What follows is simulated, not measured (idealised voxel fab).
Name of the process module below: voxel capacitor over wiring
Square cell edge 5 nm, section width 230 nm, ID cut.
We lay out every cross-section as a grid of square cells and spell it out in bands from the top down, where one band means one or more rows of cells. For a band, the entry starts with two heights in nm, that of the top and then that of the bottom, and carries on with the band's materials in order from left to right, each alongside its width in nm; the word "all across" beside a single material means it fills the band edge to edge, and "empty" means empty space. We count height from 0. Below that, the starting wafer is all one material. The lowest band never ends at the bottom but goes on down; see "z 0 and below" for how that is written. The notation "30..40" denotes a width that varies across the rows of cells in the band, beginning at the first number in the top row, finishing at the second number in the bottom row, and changing by an identical amount from each row to the next. The designation "nothing altered", where it is given for a processing step, indicates that no cell of the cross-section was altered in the course of that step. Empty spaces counting at least 8 cells and having no open way to the top are listed in "Enclosed internal voids". The notation width x height at distance is used for each, the distance being from the left edge and all three values in nm. That trailing text on a step's line, after the settings, is the simulator's own remark on the step. Among the settings permitted on a step's line is "overlay nm"; applied to a step with a mask, it specifies the extent to which the mask lay to the right of its planned position, whereas a negative figure signifies a position to the left.

[The process steps that were planned are listed below]
step 1: RECEIVE (material Si)
step 2: CONFORMAL_DEP (material SiO2; thk nm 10)
step 3: CONFORMAL_DEP (material SiCN; thk nm 5)
step 4: DIRECTIONAL_DEP (material lowk; thk nm 20)
step 5: MASKED_ETCH (tone open; mask id METAL_1; width nm 30; pitch nm 90; etch materials lowk; depth nm 20; overlay nm 0)
step 6: MASKED_ETCH (tone open; mask id METAL_1; width nm 30; pitch nm 90; etch materials SiCN; depth nm 5; overlay nm 0)
step 7: CONFORMAL_DEP (material TiN; thk nm 5)
step 8: FILL_DEP (material W; thk nm 10)
step 9: CMP (height nm 35)
step 10: EPI (material Ru; thk nm 5)
step 11: FILL_DEP (material SiCN; thk nm 5)
step 12: DIRECTIONAL_DEP (material SiO2; thk nm 15)
step 13: MASKED_ETCH (tone open; mask id PLUG_1; width nm 15; etch materials SiO2; depth nm 15; overlay nm 0)
step 14: MASKED_ETCH (tone open; mask id PLUG_1; width nm 15; etch materials SiCN; depth nm 5; overlay nm 0)
step 15: EPI (material Ru; thk nm 10)
step 16: EPI (material Ru; thk nm 10)
step 17: DIRECTIONAL_DEP (material TiN; thk nm 5)
step 18: DIRECTIONAL_DEP (material SiN; thk nm 5)
step 19: DIRECTIONAL_DEP (material TiN; thk nm 5)
step 20: PATTERN (tone cover; mask id UPPER_PLATE; material resist; width nm 65; thk nm 15; overlay nm 0)
step 21: DIRECTIONAL_ETCH (etch materials TiN; depth nm 5)
step 22: DIRECTIONAL_ETCH (etch materials SiN; depth nm 5)
step 23: STRIP (etch materials resist)
step 24: MASKED_ETCH (tone cover; mask id LOWER_PLATE; width nm 75; etch materials TiN; depth nm 5; overlay nm 0)
step 25: FILL_DEP (material SiO2; thk nm 20)
step 26: CMP (height nm 90)
step 27: PATTERN (tone open; mask id PLUG_2; material resist; width nm 15; thk nm 20; overlay nm 0)
step 28: DIRECTIONAL_ETCH (etch materials SiO2; depth nm 15)
step 29: STRIP (etch materials resist)
step 30: CONFORMAL_DEP (material TiN; thk nm 5)
step 31: FILL_DEP (material Ru; thk nm 10)
step 32: CMP (height nm 90)
step 33: CONFORMAL_DEP (material SiN; thk nm 5)

[On the first of the two wafers: run conducted according to plan]

[Cross-sectional view of the wafer in its as-received condition, corresponding to the state after step 1]
    z 0 and below: Si all across
    Enclosed internal voids: none

[Cross-section through the wafer, step 2 finished]
    z 10 to 0: SiO2 all across
    Under 0: no change, same as before.

[Cross-section through the wafer, step 3 finished]
    z 15 to 10: SiCN all across
    Under 10: no change, same as before.

[Cross-section through the wafer, step 4 finished]
    z 35 to 15: lowk all across
    Under 15: no change, same as before.

[Cross-section through the wafer, step 5 finished]
    z 35 to 15: lowk 55 nm, then empty 30 nm, then lowk 60 nm, then empty 30 nm, then lowk 55 nm
    Under 15: no change, same as before.

[Cross-section through the wafer, step 6 finished]
    z 35 to 15: lowk 55 nm, then empty 30 nm, then lowk 60 nm, then empty 30 nm, then lowk 55 nm
    z 15 to 10: SiCN 55 nm, then empty 30 nm, then SiCN 60 nm, then empty 30 nm, then SiCN 55 nm
    Under 10: no change, same as before.

[Cross-section through the wafer, step 7 finished]
    z 40 to 35: TiN 60 nm, then empty 20 nm, then TiN 70 nm, then empty 20 nm, then TiN 60 nm
    z 35 to 15: lowk 55 nm, then TiN 5 nm, then empty 20 nm, then TiN 5 nm, then lowk 60 nm, then TiN 5 nm, then empty 20 nm, then TiN 5 nm, then lowk 55 nm
    z 15 to 10: SiCN 55 nm, then TiN 30 nm, then SiCN 60 nm, then TiN 30 nm, then SiCN 55 nm
    Under 10: no change, same as before.

[Cross-section through the wafer, step 8 finished]
    z 50 to 40: W all across
    z 40 to 35: TiN 60 nm, then W 20 nm, then TiN 70 nm, then W 20 nm, then TiN 60 nm
    z 35 to 15: lowk 55 nm, then TiN 5 nm, then W 20 nm, then TiN 5 nm, then lowk 60 nm, then TiN 5 nm, then W 20 nm, then TiN 5 nm, then lowk 55 nm
    Under 15: no change, same as before.

[Cross-section through the wafer, step 9 finished]
    z 35 to 15: lowk 55 nm, then TiN 5 nm, then W 20 nm, then TiN 5 nm, then lowk 60 nm, then TiN 5 nm, then W 20 nm, then TiN 5 nm, then lowk 55 nm
    Under 15: no change, same as before.

[Cross-section through the wafer, step 10 finished]
    z 40 to 35: empty 50 nm, then Ru 40 nm, then empty 50 nm, then Ru 40 nm, then empty 50 nm
    Under 35: no change, same as before.

[Cross-section through the wafer, step 11 finished]
    z 45 to 40: SiCN all across
    z 40 to 35: SiCN 50 nm, then Ru 40 nm, then SiCN 50 nm, then Ru 40 nm, then SiCN 50 nm
    Under 35: no change, same as before.

[Cross-section through the wafer, step 12 finished]
    z 60 to 45: SiO2 all across
    Under 45: no change, same as before.

[Cross-section through the wafer, step 13 finished]
    z 60 to 45: SiO2 70 nm, then empty 15 nm, then SiO2 145 nm
    Under 45: no change, same as before.

[Cross-section through the wafer, step 14 finished]
    z 60 to 45: SiO2 70 nm, then empty 15 nm, then SiO2 145 nm
    z 45 to 40: SiCN 70 nm, then empty 15 nm, then SiCN 145 nm
    Under 40: no change, same as before.

[Cross-section through the wafer, step 15 finished]
    z 60 to 50: SiO2 70 nm, then empty 15 nm, then SiO2 145 nm
    z 50 to 45: SiO2 70 nm, then Ru 15 nm, then SiO2 145 nm
    z 45 to 40: SiCN 70 nm, then Ru 15 nm, then SiCN 145 nm
    Under 40: no change, same as before.

[Cross-section through the wafer, step 16 finished]
    z 60 to 45: SiO2 70 nm, then Ru 15 nm, then SiO2 145 nm
    Under 45: no change, same as before.

[Cross-section through the wafer, step 17 finished]
    z 65 to 60: TiN all across
    Under 60: no change, same as before.

[Cross-section through the wafer, step 18 finished]
    z 70 to 65: SiN all across
    Under 65: no change, same as before.

[Cross-section through the wafer, step 19 finished]
    z 75 to 70: TiN all across
    Under 70: no change, same as before.

[Cross-section through the wafer, step 20 finished]
    z 90 to 75: empty 70 nm, then resist 65 nm, then empty 95 nm
    Under 75: no change, same as before.

[Cross-section through the wafer, step 21 finished]
    z 90 to 75: empty 70 nm, then resist 65 nm, then empty 95 nm
    z 75 to 70: empty 70 nm, then TiN 65 nm, then empty 95 nm
    Under 70: no change, same as before.

[Cross-section through the wafer, step 22 finished]
    z 90 to 75: empty 70 nm, then resist 65 nm, then empty 95 nm
    z 75 to 70: empty 70 nm, then TiN 65 nm, then empty 95 nm
    z 70 to 65: empty 70 nm, then SiN 65 nm, then empty 95 nm
    Under 65: no change, same as before.

[Cross-section through the wafer, step 23 finished]
    z 75 to 70: empty 70 nm, then TiN 65 nm, then empty 95 nm
    Under 70: no change, same as before.

[Cross-section through the wafer, step 24 finished]
    z 75 to 70: empty 70 nm, then TiN 65 nm, then empty 95 nm
    z 70 to 65: empty 70 nm, then SiN 65 nm, then empty 95 nm
    z 65 to 60: empty 65 nm, then TiN 75 nm, then empty 90 nm
    Under 60: no change, same as before.

[Cross-section through the wafer, step 25 finished]
    z 95 to 75: SiO2 all across
    z 75 to 70: SiO2 70 nm, then TiN 65 nm, then SiO2 95 nm
    z 70 to 65: SiO2 70 nm, then SiN 65 nm, then SiO2 95 nm
    z 65 to 60: SiO2 65 nm, then TiN 75 nm, then SiO2 90 nm
    Under 60: no change, same as before.

[Cross-section through the wafer, step 26 finished]
    z 90 to 75: SiO2 all across
    Under 75: no change, same as before.

[Cross-section through the wafer, step 27 finished]
    z 110 to 90: resist 80 nm, then empty 15 nm, then resist 135 nm
    Under 90: no change, same as before.

[Cross-section through the wafer, step 28 finished]
    z 110 to 90: resist 80 nm, then empty 15 nm, then resist 135 nm
    z 90 to 75: SiO2 80 nm, then empty 15 nm, then SiO2 135 nm
    Under 75: no change, same as before.

[Cross-section through the wafer, step 29 finished]
    z 90 to 75: SiO2 80 nm, then empty 15 nm, then SiO2 135 nm
    Under 75: no change, same as before.

[Cross-section through the wafer, step 30 finished]
    z 95 to 90: TiN 85 nm, then empty 5 nm, then TiN 140 nm
    z 90 to 80: SiO2 80 nm, then TiN 5 nm, then empty 5 nm, then TiN 5 nm, then SiO2 135 nm
    z 80 to 70: SiO2 80..70 nm, then TiN 15..65 nm, then SiO2 135..95 nm
    Under 70: no change, same as before.

[Cross-section through the wafer, step 31 finished]
    z 105 to 95: Ru all across
    z 95 to 90: TiN 85 nm, then Ru 5 nm, then TiN 140 nm
    z 90 to 80: SiO2 80 nm, then TiN 5 nm, then Ru 5 nm, then TiN 5 nm, then SiO2 135 nm
    Under 80: no change, same as before.

[Cross-section through the wafer, step 32 finished]
    z 90 to 80: SiO2 80 nm, then TiN 5 nm, then Ru 5 nm, then TiN 5 nm, then SiO2 135 nm
    Under 80: no change, same as before.

[Cross-section through the wafer, step 33 finished]
    z 95 to 90: SiN all across
    Under 90: no change, same as before.

[The Second Wafer: Common Origin and Plan, One Mistake in Execution, Identical to the First Through Step 4]

[Second wafer, sectioned view, at step 5's planned end time]
    z 35 to 15: lowk 50 nm, then empty 40 nm, then lowk 50 nm, then empty 40 nm, then lowk 50 nm
    Under 15: no change, same as before.

[Second wafer, sectioned view, at step 6's planned end time]
    z 35 to 15: lowk 50 nm, then empty 40 nm, then lowk 50 nm, then empty 40 nm, then lowk 50 nm
    z 15 to 10: SiCN 55 nm, then empty 30 nm, then SiCN 60 nm, then empty 30 nm, then SiCN 55 nm
    Under 10: no change, same as before.

[Second wafer, sectioned view, at step 7's planned end time]
    z 40 to 35: TiN 55 nm, then empty 30 nm, then TiN 60 nm, then empty 30 nm, then TiN 55 nm
    z 35 to 20: lowk 50 nm, then TiN 5 nm, then empty 30 nm, then TiN 5 nm, then lowk 50 nm, then TiN 5 nm, then empty 30 nm, then TiN 5 nm, then lowk 50 nm
    z 20 to 15: lowk 50 nm, then TiN 10 nm, then empty 20 nm, then TiN 10 nm, then lowk 50 nm, then TiN 10 nm, then empty 20 nm, then TiN 10 nm, then lowk 50 nm
    z 15 to 10: SiCN 55 nm, then TiN 30 nm, then SiCN 60 nm, then TiN 30 nm, then SiCN 55 nm
    Under 10: no change, same as before.

[Second wafer, sectioned view, at step 8's planned end time]
    z 50 to 40: W all across
    z 40 to 35: TiN 55 nm, then W 30 nm, then TiN 60 nm, then W 30 nm, then TiN 55 nm
    z 35 to 20: lowk 50 nm, then TiN 5 nm, then W 30 nm, then TiN 5 nm, then lowk 50 nm, then TiN 5 nm, then W 30 nm, then TiN 5 nm, then lowk 50 nm
    z 20 to 15: lowk 50 nm, then TiN 10 nm, then W 20 nm, then TiN 10 nm, then lowk 50 nm, then TiN 10 nm, then W 20 nm, then TiN 10 nm, then lowk 50 nm
    Under 15: no change, same as before.

[Second wafer, sectioned view, at step 9's planned end time]
    z 35 to 20: lowk 50 nm, then TiN 5 nm, then W 30 nm, then TiN 5 nm, then lowk 50 nm, then TiN 5 nm, then W 30 nm, then TiN 5 nm, then lowk 50 nm
    Under 20: no change, same as before.

[Second wafer, sectioned view, at step 10's planned end time]
    z 40 to 35: empty 45 nm, then Ru 50 nm, then empty 40 nm, then Ru 50 nm, then empty 45 nm
    Under 35: no change, same as before.

[Second wafer, sectioned view, at step 11's planned end time]
    z 45 to 40: SiCN all across
    z 40 to 35: SiCN 45 nm, then Ru 50 nm, then SiCN 40 nm, then Ru 50 nm, then SiCN 45 nm
    Under 35: no change, same as before.

[Second wafer, sectioned view, at step 12's planned end time]
    z 60 to 45: SiO2 all across
    Under 45: no change, same as before.

[Second wafer, sectioned view, at step 13's planned end time]
    z 60 to 45: SiO2 70 nm, then empty 15 nm, then SiO2 145 nm
    Under 45: no change, same as before.

[Second wafer, sectioned view, at step 14's planned end time]
    z 60 to 45: SiO2 70 nm, then empty 15 nm, then SiO2 145 nm
    z 45 to 40: SiCN 70 nm, then empty 15 nm, then SiCN 145 nm
    Under 40: no change, same as before.

[Second wafer, sectioned view, at step 15's planned end time]
    z 60 to 50: SiO2 70 nm, then empty 15 nm, then SiO2 145 nm
    z 50 to 45: SiO2 70 nm, then Ru 15 nm, then SiO2 145 nm
    z 45 to 40: SiCN 70 nm, then Ru 15 nm, then SiCN 145 nm
    Under 40: no change, same as before.

[Second wafer, sectioned view, at step 16's planned end time]
    z 60 to 45: SiO2 70 nm, then Ru 15 nm, then SiO2 145 nm
    Under 45: no change, same as before.

[Second wafer, sectioned view, at step 17's planned end time]
    z 65 to 60: TiN all across
    Under 60: no change, same as before.

[Second wafer, sectioned view, at step 18's planned end time]
    z 70 to 65: SiN all across
    Under 65: no change, same as before.

[Second wafer, sectioned view, at step 19's planned end time]
    z 75 to 70: TiN all across
    Under 70: no change, same as before.

[Second wafer, sectioned view, at step 20's planned end time]
    z 90 to 75: empty 70 nm, then resist 65 nm, then empty 95 nm
    Under 75: no change, same as before.

[Second wafer, sectioned view, at step 21's planned end time]
    z 90 to 75: empty 70 nm, then resist 65 nm, then empty 95 nm
    z 75 to 70: empty 70 nm, then TiN 65 nm, then empty 95 nm
    Under 70: no change, same as before.

[Second wafer, sectioned view, at step 22's planned end time]
    z 90 to 75: empty 70 nm, then resist 65 nm, then empty 95 nm
    z 75 to 70: empty 70 nm, then TiN 65 nm, then empty 95 nm
    z 70 to 65: empty 70 nm, then SiN 65 nm, then empty 95 nm
    Under 65: no change, same as before.

[Second wafer, sectioned view, at step 23's planned end time]
    z 75 to 70: empty 70 nm, then TiN 65 nm, then empty 95 nm
    Under 70: no change, same as before.

[Second wafer, sectioned view, at step 24's planned end time]
    z 75 to 70: empty 70 nm, then TiN 65 nm, then empty 95 nm
    z 70 to 65: empty 70 nm, then SiN 65 nm, then empty 95 nm
    z 65 to 60: empty 65 nm, then TiN 75 nm, then empty 90 nm
    Under 60: no change, same as before.

[Second wafer, sectioned view, at step 25's planned end time]
    z 95 to 75: SiO2 all across
    z 75 to 70: SiO2 70 nm, then TiN 65 nm, then SiO2 95 nm
    z 70 to 65: SiO2 70 nm, then SiN 65 nm, then SiO2 95 nm
    z 65 to 60: SiO2 65 nm, then TiN 75 nm, then SiO2 90 nm
    Under 60: no change, same as before.

[Second wafer, sectioned view, at step 26's planned end time]
    z 90 to 75: SiO2 all across
    Under 75: no change, same as before.

[Second wafer, sectioned view, at step 27's planned end time]
    z 110 to 90: resist 80 nm, then empty 15 nm, then resist 135 nm
    Under 90: no change, same as before.

[Second wafer, sectioned view, at step 28's planned end time]
    z 110 to 90: resist 80 nm, then empty 15 nm, then resist 135 nm
    z 90 to 75: SiO2 80 nm, then empty 15 nm, then SiO2 135 nm
    Under 75: no change, same as before.

[Second wafer, sectioned view, at step 29's planned end time]
    z 90 to 75: SiO2 80 nm, then empty 15 nm, then SiO2 135 nm
    Under 75: no change, same as before.

[Second wafer, sectioned view, at step 30's planned end time]
    z 95 to 90: TiN 85 nm, then empty 5 nm, then TiN 140 nm
    z 90 to 80: SiO2 80 nm, then TiN 5 nm, then empty 5 nm, then TiN 5 nm, then SiO2 135 nm
    z 80 to 70: SiO2 80..70 nm, then TiN 15..65 nm, then SiO2 135..95 nm
    Under 70: no change, same as before.

[Second wafer, sectioned view, at step 31's planned end time]
    z 105 to 95: Ru all across
    z 95 to 90: TiN 85 nm, then Ru 5 nm, then TiN 140 nm
    z 90 to 80: SiO2 80 nm, then TiN 5 nm, then Ru 5 nm, then TiN 5 nm, then SiO2 135 nm
    Under 80: no change, same as before.

[Second wafer, sectioned view, at step 32's planned end time]
    z 90 to 80: SiO2 80 nm, then TiN 5 nm, then Ru 5 nm, then TiN 5 nm, then SiO2 135 nm
    Under 80: no change, same as before.

[Second wafer, sectioned view, at step 33's planned end time]
    z 95 to 90: SiN all across
    Under 90: no change, same as before.
Heads up, the wafer didn't run the way we planned it: step 5 was run on a setting that differed from the plan, and what really ran there is MASKED_ETCH (tone open; mask id METAL_1; width nm 40; pitch nm 90; etch materials lowk; depth nm 20; overlay nm 0)
Looking at both finished wafers in cells, the second ends up ahead of or behind the first on some materials: +4 Ru, -4 SiCN, +4 TiN, +12 W, -16 lowk
